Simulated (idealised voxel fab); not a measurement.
Presented below is a process module, voxel gate over fins.
Cross-section cut: width 230 nm, square cells of 5 nm.
Just so we're on the same page, the cross-sections are grids of square cells, and they're listed out in bands top to bottom, each band one or more rows deep. It is stipulated that each band's entry specify, in nanometres, the height of the top of the band and then that of its bottom, followed by the materials of the band in left-to-right sequence, each together with its width in nanometres. A single material marked by the word "full width" is understood to fill the band from edge to edge; the word "empty" is understood to denote empty space. Ref level 0: as-received wafer is one material below here. Bottom band extends down with no lower bound ("0..down"). The expression "30->40" gives the width at the extremes of the band, the first number at its top row of cells and the second at its bottom row, with the width changing by equal amounts from each row to the next in between. "changes: none", as given for a step, is the statement that not any cell of the cross-section underwent a change during that step. What "Voids, sealed" gives you is every empty space of 8 cells or more that is cut off from the top. Each appears as width x height at distance, with the distance taken from the left edge and width, height and distance all in nm. Note: text after step settings on the step line = simulator remark on that step. overlay nm: right-of-plan distance of the mask on a masked step; negative values mean left-of-plan.

-- Set out below are the planned steps of the process
1: op RECEIVE | material Si
2: op CONFORMAL_DEP | material SiN | thk nm 5
3: op DIRECTIONAL_DEP | material aC | thk nm 15
4: op PATTERN | tone cover | mask id FINS | material resist | width nm 15 | pitch nm 45 | thk nm 30 | overlay nm 0
5: op DIRECTIONAL_ETCH | etch materials aC | depth nm 15
6: op STRIP | etch materials resist
7: op DIRECTIONAL_ETCH | etch materials SiN | depth nm 5
8: op DIRECTIONAL_ETCH | etch materials Si | depth nm 40
9: op STRIP | etch materials aC
10: op OXIDIZE | depth nm 5
11: op FILL_DEP | material SiO2 | thk nm 15
12: op CMP | height nm 5
13: op SELECTIVE_ETCH | etch materials SiO2 | depth nm 15
14: op STRIP | etch materials SiN
15: op CONFORMAL_DEP | material HfO2 | thk nm 5
16: op CONFORMAL_DEP | material TiN | thk nm 5
17: op CONFORMAL_DEP | material TiAl | thk nm 5
18: op CONFORMAL_DEP | material TiN | thk nm 5
19: op FILL_DEP | material W | thk nm 10
20: op CMP | height nm 25
21: op CONFORMAL_DEP | material SiN | thk nm 10
varied across the wafers: width nm of step 4. The plan shows the first wafer's value. All wafers start alike

-- Cross-section, first of several wafers, as delivered after step 1
* 0..down = Si full width
* Voids, sealed: none

-- First wafer of several, cross-section, module end, after step 21 (last)
* 35..25 = SiN full width
* 25..20 = W full width
* 20..15 = W 25; TiN 180; W 25
* 15..10 = W 25; TiN 5; TiAl 35; TiN 10; TiAl 35; TiN 10; TiAl 35; TiN 10; TiAl 35; TiN 5; W 25
* 10..5 = TiN 30; TiAl 5; TiN 25; TiAl 5; TiN 10; TiAl 5; TiN 25; TiAl 5; TiN 10; TiAl 5; TiN 25; TiAl 5; TiN 10; TiAl 5; TiN 25; TiAl 5; TiN 30
* 5..0 = TiAl 35; TiN 5; HfO2 15; TiN 5; TiAl 20; TiN 5; HfO2 15; TiN 5; TiAl 20; TiN 5; HfO2 15; TiN 5; TiAl 20; TiN 5; HfO2 15; TiN 5; TiAl 35
* 0..-5 = TiN 40; HfO2 5; Si 5; HfO2 5; TiN 30; HfO2 5; Si 5; HfO2 5; TiN 30; HfO2 5; Si 5; HfO2 5; TiN 30; HfO2 5; Si 5; HfO2 5; TiN 40
* -5..-10 = HfO2 45; Si 5; HfO2 40; Si 5; HfO2 40; Si 5; HfO2 40; Si 5; HfO2 45
* -10..-45 = SiO2 45; Si 5; SiO2 40; Si 5; SiO2 40; Si 5; SiO2 40; Si 5; SiO2 45
* -45..down = Si full width
* Voids, sealed: none

-- Here we cross-sectioned the last of the wafers once the module was done
* 35..25 = SiN full width
* 25..20 = W full width
* 20..15 = W 20; TiN 195; W 15
* 15..10 = W 20; TiN 5; TiAl 185; TiN 5; W 15
* 10..5 = TiN 25; TiAl 5; TiN 40; TiAl 5; TiN 40; TiAl 5; TiN 40; TiAl 5; TiN 40; TiAl 5; TiN 20
* 5..0 = TiAl 30; TiN 5; HfO2 30; TiN 5; TiAl 5; TiN 5; HfO2 30; TiN 5; TiAl 5; TiN 5; HfO2 30; TiN 5; TiAl 5; TiN 5; HfO2 30; TiN 5; TiAl 25
* 0..-5 = TiN 35; HfO2 5; Si 20; HfO2 5; TiN 15; HfO2 5; Si 20; HfO2 5; TiN 15; HfO2 5; Si 20; HfO2 5; TiN 15; HfO2 5; Si 20; HfO2 5; TiN 30
* -5..-10 = HfO2 40; Si 20; HfO2 25; Si 20; HfO2 25; Si 20; HfO2 25; Si 20; HfO2 35
* -10..-45 = SiO2 40; Si 20; SiO2 25; Si 20; SiO2 25; Si 20; SiO2 25; Si 20; SiO2 35
* -45..down = Si full width
* Voids, sealed: none

-- Tabulated below, wafer by wafer, are the end-of-module results: for each material, the number of cells gained (+) or lost (-) relative to the as-received state, followed by the closed voids
width nm 15 | +62 HfO2 | -378 Si | +92 SiN | +294 SiO2 | +62 TiAl | +124 TiN | +66 W | Voids, sealed: none
width nm 20 | +62 HfO2 | -342 Si | +92 SiN | +266 SiO2 | +62 TiAl | +118 TiN | +64 W | Voids, sealed: none
width nm 25 | +62 HfO2 | -306 Si | +92 SiN | +238 SiO2 | +62 TiAl | +112 TiN | +62 W | Voids, sealed: none
width nm 30 | +62 HfO2 | -270 Si | +92 SiN | +210 SiO2 | +56 TiAl | +112 TiN | +60 W | Voids, sealed: none
